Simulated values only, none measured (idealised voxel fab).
process module | voxel transistor to metal
In the cross-section labelled cut, the width is 285 nm and each square cell is 5 nm.
If you're reading a cross-section in this doc, picture square cells in a grid; it comes to you as bands, top ones listed first down to the bottom, and a band can be one or more rows of cells.
The entry gives the band's vertical extent as a top height and a bottom height in nm, then its horizontal make-up as materials from left to right, each with a width in nm. "air" stands for empty space; a single material marked "edge to edge" fills the band edge to edge.
Where do heights start? At 0: under that level the wafer as delivered is made of one material only. And the lowest band has no floor; it just carries on downward, as in "0 -> down".
Per-row width for "30 to 40": begins at first number (top row of band), ends at second number (bottom row), increment between rows held constant.
You'll sometimes find "nothing different" written for a step, and that's the way of saying that nowhere in the cross-section did a cell change during that step.
What "Voids, sealed" gives you is every empty space of 8 cells or more that is cut off from the top. Each appears as width x height at distance, with the distance taken from the left edge and width, height and distance all in nm.
What comes after the settings on a step's line is commentary from the simulator itself on that step.
What "overlay nm" on a step's line means: if the step has a mask, that mask lay this far to the right of its planned place, or, when the value is negative, to the left.
[Planned step list for the process]
1,op RECEIVE | material Si
2,op CONFORMAL_DEP | material SiO2 | thk nm 5
3,op CONFORMAL_DEP | material SiN | thk nm 15
4,op PATTERN | tone cover | mask id ACTIVE | material resist | width nm 110 | pitch nm 140 | thk nm 15 | overlay nm 0
5,op DIRECTIONAL_ETCH | etch materials SiN | depth nm 15
6,op DIRECTIONAL_ETCH | etch materials SiO2 | depth nm 5
7,op DIRECTIONAL_ETCH | etch materials Si | depth nm 25
8,op STRIP | etch materials resist
9,op FILL_DEP | material SiO2 | thk nm 15
10,op CMP | height nm 20
11,op SELECTIVE_ETCH | etch materials SiO2 | depth nm 10
12,op STRIP | etch materials SiN
13,op SELECTIVE_ETCH | etch materials SiO2 | depth nm 5
14,op OXIDIZE | depth nm 5
15,op DIRECTIONAL_DEP | material polySi | thk nm 20
16,op DIRECTIONAL_DEP | material SiCN | thk nm 15
17,op MASKED_ETCH | tone cover | mask id GATE | width nm 20 | pitch nm 140 | etch materials SiCN | depth nm 25 | overlay nm 0
18,op MASKED_ETCH | tone cover | mask id GATE | width nm 20 | pitch nm 140 | etch materials polySi | depth nm 30 | overlay nm 0
19,op CONFORMAL_DEP | material SiN | thk nm 10
20,op DIRECTIONAL_ETCH | etch materials SiN | depth nm 10
21,op DIRECTIONAL_ETCH | etch materials SiO2 | depth nm 5
22,op DIRECTIONAL_ETCH | etch materials Si | depth nm 5
23,op EPI | material nSi | thk nm 10
24,op FILL_DEP | material SiO2 | thk nm 5
25,op CMP | height nm 35
26,op DIRECTIONAL_DEP | material SiO2 | thk nm 15
27,op DIRECTIONAL_DEP | material aC | thk nm 15
28,op PATTERN | tone open | mask id CONTACT | material resist | width nm 20 | pitch nm 70 | thk nm 30 | overlay nm 0
29,op DIRECTIONAL_ETCH | etch materials aC | depth nm 15
30,op STRIP | etch materials resist
31,op DIRECTIONAL_ETCH | etch materials SiO2 | depth nm 50
32,op STRIP | etch materials aC
33,op CONFORMAL_DEP | material TiN | thk nm 5
34,op FILL_DEP | material Ru | thk nm 5
35,op CMP | height nm 50
36,op DIRECTIONAL_DEP | material TiN | thk nm 5
37,op DIRECTIONAL_DEP | material W | thk nm 25
38,op PATTERN | tone cover | mask id METAL_1 | material resist | width nm 20 | pitch nm 70 | thk nm 20 | overlay nm 0
39,op DIRECTIONAL_ETCH | etch materials W | depth nm 25
40,op DIRECTIONAL_ETCH | etch materials TiN | depth nm 5
41,op STRIP | etch materials resist
42,op CONFORMAL_DEP | material SiN | thk nm 5
43,op FILL_DEP | material lowk | thk nm 5
44,op CMP | height nm 80
45,op CONFORMAL_DEP | material SiCN | thk nm 5
[Cross-section of the wafer at receipt, which is the condition after step 1]
> 0 -> down = Si edge to edge
> Voids, sealed: none
[The following cross-section depicts the wafer upon conclusion of the module. Processing commenced from the starting condition illustrated above and adhered to the plan illustrated above, save for one mistake in execution]
> 85 -> 80 = SiCN edge to edge
> 80 -> 75 = lowk edge to edge
> 75 -> 70 = 20 of lowk; 30 of SiN; 40 of lowk; 30 of SiN; 40 of lowk; 30 of SiN; 40 of lowk; 30 of SiN; 25 of lowk
> 70 -> 45 = 20 of lowk; 5 of SiN; 20 of W; 5 of SiN; 40 of lowk; 5 of SiN; 20 of W; 5 of SiN; 40 of lowk; 5 of SiN; 20 of W; 5 of SiN; 40 of lowk; 5 of SiN; 20 of W; 5 of SiN; 25 of lowk
> 45 -> 40 = 25 of SiN; 20 of TiN; 50 of SiN; 20 of TiN; 50 of SiN; 20 of TiN; 50 of SiN; 20 of TiN; 30 of SiN
> 40 -> 35 = 25 of SiO2; 5 of TiN; 10 of Ru; 5 of TiN; 50 of SiO2; 5 of TiN; 10 of Ru; 5 of TiN; 50 of SiO2; 5 of TiN; 10 of Ru; 5 of TiN; 50 of SiO2; 5 of TiN; 10 of Ru; 5 of TiN; 30 of SiO2
> 35 -> 20 = 25 of SiO2; 5 of TiN; 10 of Ru; 5 of TiN; 5 of SiO2; 10 of SiN; 20 of SiCN; 10 of SiN; 5 of SiO2; 5 of TiN; 10 of Ru; 5 of TiN; 50 of SiO2; 5 of TiN; 10 of Ru; 5 of TiN; 5 of SiO2; 10 of SiN; 20 of SiCN; 10 of SiN; 5 of SiO2; 5 of TiN; 10 of Ru; 5 of TiN; 30 of SiO2
> 20 -> 10 = 25 of SiO2; 5 of TiN; 10 of Ru; 5 of TiN; 5 of SiO2; 10 of SiN; 20 of polySi; 10 of SiN; 5 of SiO2; 5 of TiN; 10 of Ru; 5 of TiN; 50 of SiO2; 5 of TiN; 10 of Ru; 5 of TiN; 5 of SiO2; 10 of SiN; 20 of polySi; 10 of SiN; 5 of SiO2; 5 of TiN; 10 of Ru; 5 of TiN; 30 of SiO2
> 10 -> 5 = 25 of SiO2; 20 of TiN; 5 of SiO2; 10 of SiN; 20 of polySi; 10 of SiN; 5 of SiO2; 20 of TiN; 50 of SiO2; 20 of TiN; 5 of SiO2; 10 of SiN; 20 of polySi; 10 of SiN; 5 of SiO2; 20 of TiN; 30 of SiO2
> 5 -> 0 = 10 of SiO2; 10 of SiN; 10 of nSi; 10 of TiN; 10 of nSi; 10 of SiN; 20 of polySi; 10 of SiN; 10 of nSi; 10 of TiN; 10 of nSi; 10 of SiN; 20 of SiO2; 10 of SiN; 10 of nSi; 10 of TiN; 10 of nSi; 10 of SiN; 20 of polySi; 10 of SiN; 10 of nSi; 10 of TiN; 10 of nSi; 10 of SiN; 15 of SiO2
> 0 -> -5 = 20 of SiO2; 30 of nSi; 40 of SiO2; 30 of nSi; 40 of SiO2; 30 of nSi; 40 of SiO2; 30 of nSi; 25 of SiO2
> -5 -> -10 = 15 of SiO2; 5 of Si; 30 of nSi; 40 of Si; 30 of nSi; 5 of Si; 30 of SiO2; 5 of Si; 30 of nSi; 40 of Si; 30 of nSi; 5 of Si; 20 of SiO2
> -10 -> -25 = 15 of SiO2; 110 of Si; 30 of SiO2; 110 of Si; 20 of SiO2
> -25 -> down = Si edge to edge
> Voids, sealed: none
In executing the process, a mistake was made relative to the plan: contrary to plan, step 35 was performed as op CMP | height nm 40
